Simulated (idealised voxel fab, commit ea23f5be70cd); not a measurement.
This is a process module. Its name is voxel self aligned contacts.
The width of the displayed cross-section, cut, is 215 nm; its cells are square, with a size of 5 nm.
In this document a cross-section is written as a grid of square cells. It is given as a series of bands, listed from the top down, and a band is one or more rows of cells.
Read a band's entry like this: the first values are the height of its top and the height of its bottom in nm, and what follows is the sequence of materials from left to right, each with its width in nm. Note that "empty" is empty space, and that a single material marked "throughout" reaches across the band from edge to edge.
Heights are measured from 0, the level below which the as-received wafer is all one material; the lowest band has no bottom and continues downward, written as in "z 0 and below".
A two-number width, for instance "30 to 40", indicates that the width is equal to the first number in the top row of the band and to the second number in the bottom row, and that it changes by a constant amount per row of cells.
Given "everything unchanged" for a step, no cell of the cross-section differs between before and after that step.
Under "closed voids" you'll find the enclosed gaps, the ones with no way out to the top, that are 8 cells or bigger; each reads width x height at distance, with distance counted from the left edge, everything in nm.
Note: text after step settings on the step line = simulator remark on that step.
Each step line may optionally specify "overlay nm", which for a step with a mask gives the rightward distance between the mask's planned place and where it lay, a negative value indicating the leftward direction.

[Listed below are the process steps as planned]
1: RECEIVE, material Si
2: OXIDIZE, depth nm 5
3: DIRECTIONAL_DEP, material polySi, thk nm 20
4: DIRECTIONAL_DEP, material SiN, thk nm 20
5: PATTERN, tone cover, mask id GATE, material resist, width nm 15, pitch nm 60, thk nm 20, overlay nm 0
6: DIRECTIONAL_ETCH, etch materials SiN, depth nm 20
7: DIRECTIONAL_ETCH, etch materials polySi, depth nm 20
8: STRIP, etch materials resist
9: CONFORMAL_DEP, material SiN, thk nm 10
10: DIRECTIONAL_ETCH, etch materials SiN, depth nm 10
11: FILL_DEP, material SiO2, thk nm 15
12: CMP, height nm 45
13: DIRECTIONAL_DEP, material aC, thk nm 15
14: PATTERN, tone open, mask id CONTACT, material resist, width nm 45, pitch nm 60, thk nm 35, overlay nm 0
15: DIRECTIONAL_ETCH, etch materials aC, depth nm 15
16: STRIP, etch materials resist
17: DIRECTIONAL_ETCH, etch materials SiO2, depth nm 50
18: STRIP, etch materials aC
19: CONFORMAL_DEP, material TiN, thk nm 5
20: FILL_DEP, material W, thk nm 5
21: CMP, height nm 45
22: CONFORMAL_DEP, material SiN, thk nm 5
Wafer-to-wafer difference: width nm, step 5. Common start. Plan = first wafer's value.

[The first of several wafers, as received after step 1, seen in section]
z 0 and below = Si throughout
closed voids: none

[each wafer at the end: cells of each material gained (+) or lost (-) since it was received, then its closed voids]
width nm 15, -43 Si, +175 SiN, +154 SiO2, +54 TiN, +54 W, +36 polySi, closed voids: none
width nm 20, -43 Si, +187 SiN, +148 SiO2, +54 TiN, +36 W, +48 polySi, closed voids: none
width nm 25, -43 Si, +199 SiN, +142 SiO2, +54 TiN, +18 W, +60 polySi, closed voids: none
width nm 30, -43 Si, +211 SiN, +136 SiO2, +54 TiN, +72 polySi, closed voids: none
width nm 35, -43 Si, +223 SiN, +130 SiO2, +36 TiN, +84 polySi, closed voids: none
width nm 40, -43 Si, +235 SiN, +124 SiO2, +18 TiN, +96 polySi, closed voids: none
